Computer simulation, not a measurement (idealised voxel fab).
The following is a process module called voxel gate over fins.
Cross-sectional view cut (width: 145 nm; square cell size: 5 nm).
Cross-section, as written here: a square-cell grid given band by band from the top down, where a band holds one or more rows of cells.
Look at the band entry: it leads with the top's height and the bottom's height in nm. Then it lists the materials left to right, with a width in nm for each. The word "all across" on a single material says that material fills the band edge to edge. The word "empty" is empty space.
Beneath 0, the wafer as received is one material, and that level is where height counting begins. The lowest band goes on downward without a bottom; it is written like "0 nm and below".
Read "30..40" as a graded width: first number on top, second number at the bottom, same change between each pair of neighbouring rows.
For the purposes of this document, the phrase "nothing different" attached to a step denotes that no cell within the cross-section was modified by that step.
Any empty space of 8 cells or more lacking an open way to the top shows up in "Closed-off voids" as width x height at distance, distance from the left edge, in nm.
On a step's line, text after the settings is the simulator commenting on that step.
overlay nm: where the mask lay relative to plan, measured to the right, on steps with a mask; negatives go left.

List of planned process steps
1. RECEIVE,material Si
2. CONFORMAL_DEP,material SiN,thk nm 10
3. DIRECTIONAL_DEP,material aC,thk nm 15
4. PATTERN,tone cover,mask id FINS,material resist,width nm 15,pitch nm 40,thk nm 35,overlay nm 0
5. DIRECTIONAL_ETCH,etch materials aC,depth nm 15
6. STRIP,etch materials resist
7. DIRECTIONAL_ETCH,etch materials SiN,depth nm 10
8. DIRECTIONAL_ETCH,etch materials Si,depth nm 30
9. STRIP,etch materials aC
10. OXIDIZE,depth nm 5
11. FILL_DEP,material SiO2,thk nm 10
12. CMP,height nm 10
13. SELECTIVE_ETCH,etch materials SiO2,depth nm 25
14. STRIP,etch materials SiN
15. CONFORMAL_DEP,material HfO2,thk nm 5
16. CONFORMAL_DEP,material TiN,thk nm 5
17. FILL_DEP,material W,thk nm 10
18. CMP,height nm 15
19. CONFORMAL_DEP,material SiN,thk nm 5

The first wafer of two, processed as planned

Cross-section of the wafer as it came to us, i.e., already through step 1
0 nm and below  Si all across
Closed-off voids: none

State of the wafer after step 2, shown in cross-section
10 nm to 0 nm  SiN all across
For the remainder of the cross-section, below 0, there is no change.

State of the wafer after step 3, shown in cross-section
25 nm to 10 nm  aC all across
For the remainder of the cross-section, below 10, there is no change.

State of the wafer after step 4, shown in cross-section
60 nm to 25 nm  25 of empty, 15 of resist, 25 of empty, 15 of resist, 25 of empty, 15 of resist, 25 of empty
For the remainder of the cross-section, below 25, there is no change.

State of the wafer after step 5, shown in cross-section
45 nm to 25 nm  25 of empty, 15 of resist, 25 of empty, 15 of resist, 25 of empty, 15 of resist, 25 of empty
25 nm to 10 nm  25 of empty, 15 of aC, 25 of empty, 15 of aC, 25 of empty, 15 of aC, 25 of empty
For the remainder of the cross-section, below 10, there is no change.

State of the wafer after step 6, shown in cross-section
25 nm to 10 nm  25 of empty, 15 of aC, 25 of empty, 15 of aC, 25 of empty, 15 of aC, 25 of empty
For the remainder of the cross-section, below 10, there is no change.

State of the wafer after step 7, shown in cross-section
25 nm to 10 nm  25 of empty, 15 of aC, 25 of empty, 15 of aC, 25 of empty, 15 of aC, 25 of empty
10 nm to 0 nm  25 of empty, 15 of SiN, 25 of empty, 15 of SiN, 25 of empty, 15 of SiN, 25 of empty
For the remainder of the cross-section, below 0, there is no change.

State of the wafer after step 8, shown in cross-section
25 nm to 10 nm  25 of empty, 15 of aC, 25 of empty, 15 of aC, 25 of empty, 15 of aC, 25 of empty
10 nm to 0 nm  25 of empty, 15 of SiN, 25 of empty, 15 of SiN, 25 of empty, 15 of SiN, 25 of empty
0 nm to -30 nm  25 of empty, 15 of Si, 25 of empty, 15 of Si, 25 of empty, 15 of Si, 25 of empty
For the remainder of the cross-section, below -30, there is no change.

State of the wafer after step 9, shown in cross-section
10 nm to 0 nm  25 of empty, 15 of SiN, 25 of empty, 15 of SiN, 25 of empty, 15 of SiN, 25 of empty
For the remainder of the cross-section, below 0, there is no change.

State of the wafer after step 10, shown in cross-section
10 nm to 0 nm  25 of empty, 15 of SiN, 25 of empty, 15 of SiN, 25 of empty, 15 of SiN, 25 of empty
0 nm to -30 nm  25 of empty, 5 of SiO2, 5 of Si, 5 of SiO2, 25 of empty, 5 of SiO2, 5 of Si, 5 of SiO2, 25 of empty, 5 of SiO2, 5 of Si, 5 of SiO2, 25 of empty
-30 nm to -35 nm  30 of SiO2, 5 of Si, 35 of SiO2, 5 of Si, 35 of SiO2, 5 of Si, 30 of SiO2
For the remainder of the cross-section, below -35, there is no change.

State of the wafer after step 11, shown in cross-section
20 nm to 10 nm  SiO2 all across
10 nm to 0 nm  25 of SiO2, 15 of SiN, 25 of SiO2, 15 of SiN, 25 of SiO2, 15 of SiN, 25 of SiO2
0 nm to -35 nm  30 of SiO2, 5 of Si, 35 of SiO2, 5 of Si, 35 of SiO2, 5 of Si, 30 of SiO2
For the remainder of the cross-section, below -35, there is no change.

State of the wafer after step 12, shown in cross-section
10 nm to 0 nm  25 of SiO2, 15 of SiN, 25 of SiO2, 15 of SiN, 25 of SiO2, 15 of SiN, 25 of SiO2
For the remainder of the cross-section, below 0, there is no change.

State of the wafer after step 13, shown in cross-section
10 nm to 0 nm  25 of empty, 15 of SiN, 25 of empty, 15 of SiN, 25 of empty, 15 of SiN, 25 of empty
0 nm to -15 nm  30 of empty, 5 of Si, 35 of empty, 5 of Si, 35 of empty, 5 of Si, 30 of empty
For the remainder of the cross-section, below -15, there is no change.

State of the wafer after step 14, shown in cross-section
0 nm to -15 nm  30 of empty, 5 of Si, 35 of empty, 5 of Si, 35 of empty, 5 of Si, 30 of empty
For the remainder of the cross-section, below -15, there is no change.

State of the wafer after step 15, shown in cross-section
5 nm to 0 nm  25 of empty, 15 of HfO2, 25 of empty, 15 of HfO2, 25 of empty, 15 of HfO2, 25 of empty
0 nm to -10 nm  25 of empty, 5 of HfO2, 5 of Si, 5 of HfO2, 25 of empty, 5 of HfO2, 5 of Si, 5 of HfO2, 25 of empty, 5 of HfO2, 5 of Si, 5 of HfO2, 25 of empty
-10 nm to -15 nm  30 of HfO2, 5 of Si, 35 of HfO2, 5 of Si, 35 of HfO2, 5 of Si, 30 of HfO2
For the remainder of the cross-section, below -15, there is no change.

State of the wafer after step 16, shown in cross-section
10 nm to 5 nm  20 of empty, 25 of TiN, 15 of empty, 25 of TiN, 15 of empty, 25 of TiN, 20 of empty
5 nm to 0 nm  20 of empty, 5 of TiN, 15 of HfO2, 5 of TiN, 15 of empty, 5 of TiN, 15 of HfO2, 5 of TiN, 15 of empty, 5 of TiN, 15 of HfO2, 5 of TiN, 20 of empty
0 nm to -5 nm  20 of empty, 5 of TiN, 5 of HfO2, 5 of Si, 5 of HfO2, 5 of TiN, 15 of empty, 5 of TiN, 5 of HfO2, 5 of Si, 5 of HfO2, 5 of TiN, 15 of empty, 5 of TiN, 5 of HfO2, 5 of Si, 5 of HfO2, 5 of TiN, 20 of empty
-5 nm to -10 nm  25 of TiN, 5 of HfO2, 5 of Si, 5 of HfO2, 25 of TiN, 5 of HfO2, 5 of Si, 5 of HfO2, 25 of TiN, 5 of HfO2, 5 of Si, 5 of HfO2, 25 of TiN
For the remainder of the cross-section, below -10, there is no change.

State of the wafer after step 17, shown in cross-section
20 nm to 10 nm  W all across
10 nm to 5 nm  20 of W, 25 of TiN, 15 of W, 25 of TiN, 15 of W, 25 of TiN, 20 of W
5 nm to 0 nm  20 of W, 5 of TiN, 15 of HfO2, 5 of TiN, 15 of W, 5 of TiN, 15 of HfO2, 5 of TiN, 15 of W, 5 of TiN, 15 of HfO2, 5 of TiN, 20 of W
0 nm to -5 nm  20 of W, 5 of TiN, 5 of HfO2, 5 of Si, 5 of HfO2, 5 of TiN, 15 of W, 5 of TiN, 5 of HfO2, 5 of Si, 5 of HfO2, 5 of TiN, 15 of W, 5 of TiN, 5 of HfO2, 5 of Si, 5 of HfO2, 5 of TiN, 20 of W
For the remainder of the cross-section, below -5, there is no change.

State of the wafer after step 18, shown in cross-section
15 nm to 10 nm  W all across
For the remainder of the cross-section, below 10, there is no change.

State of the wafer after step 19, shown in cross-section
20 nm to 15 nm  SiN all across
For the remainder of the cross-section, below 15, there is no change.

It is to be noted that the second wafer proceeded from the same initial state and according to the same plan as the first, although one mistake was committed in its execution; through step 14, inclusive, the two wafers share an identical history

Here is the second wafer in cross-section at the point where step 15 of the plan should have been done
5 nm to 0 nm  25 of empty, 15 of TiN, 25 of empty, 15 of TiN, 25 of empty, 15 of TiN, 25 of empty
0 nm to -10 nm  25 of empty, 5 of TiN, 5 of Si, 5 of TiN, 25 of empty, 5 of TiN, 5 of Si, 5 of TiN, 25 of empty, 5 of TiN, 5 of Si, 5 of TiN, 25 of empty
-10 nm to -15 nm  30 of TiN, 5 of Si, 35 of TiN, 5 of Si, 35 of TiN, 5 of Si, 30 of TiN
For the remainder of the cross-section, below -15, there is no change.

Here is the second wafer in cross-section at the point where step 16 of the plan should have been done
10 nm to 5 nm  20 of empty, 25 of HfO2, 15 of empty, 25 of HfO2, 15 of empty, 25 of HfO2, 20 of empty
5 nm to 0 nm  20 of empty, 5 of HfO2, 15 of TiN, 5 of HfO2, 15 of empty, 5 of HfO2, 15 of TiN, 5 of HfO2, 15 of empty, 5 of HfO2, 15 of TiN, 5 of HfO2, 20 of empty
0 nm to -5 nm  20 of empty, 5 of HfO2, 5 of TiN, 5 of Si, 5 of TiN, 5 of HfO2, 15 of empty, 5 of HfO2, 5 of TiN, 5 of Si, 5 of TiN, 5 of HfO2, 15 of empty, 5 of HfO2, 5 of TiN, 5 of Si, 5 of TiN, 5 of HfO2, 20 of empty
-5 nm to -10 nm  25 of HfO2, 5 of TiN, 5 of Si, 5 of TiN, 25 of HfO2, 5 of TiN, 5 of Si, 5 of TiN, 25 of HfO2, 5 of TiN, 5 of Si, 5 of TiN, 25 of HfO2
For the remainder of the cross-section, below -10, there is no change.

Here is the second wafer in cross-section at the point where step 17 of the plan should have been done
20 nm to 10 nm  W all across
10 nm to 5 nm  20 of W, 25 of HfO2, 15 of W, 25 of HfO2, 15 of W, 25 of HfO2, 20 of W
5 nm to 0 nm  20 of W, 5 of HfO2, 15 of TiN, 5 of HfO2, 15 of W, 5 of HfO2, 15 of TiN, 5 of HfO2, 15 of W, 5 of HfO2, 15 of TiN, 5 of HfO2, 20 of W
0 nm to -5 nm  20 of W, 5 of HfO2, 5 of TiN, 5 of Si, 5 of TiN, 5 of HfO2, 15 of W, 5 of HfO2, 5 of TiN, 5 of Si, 5 of TiN, 5 of HfO2, 15 of W, 5 of HfO2, 5 of TiN, 5 of Si, 5 of TiN, 5 of HfO2, 20 of W
For the remainder of the cross-section, below -5, there is no change.

Here is the second wafer in cross-section at the point where step 18 of the plan should have been done
15 nm to 10 nm  W all across
For the remainder of the cross-section, below 10, there is no change.

Here is the second wafer in cross-section at the point where step 19 of the plan should have been done
20 nm to 15 nm  SiN all across
For the remainder of the cross-section, below 15, there is no change.
what went wrong: the run placed steps 15 and 16 each in the position the plan gave to the other
Same inventory, different map: at the end, the second wafer holds as many cells of each material as the first, placed elsewhere.
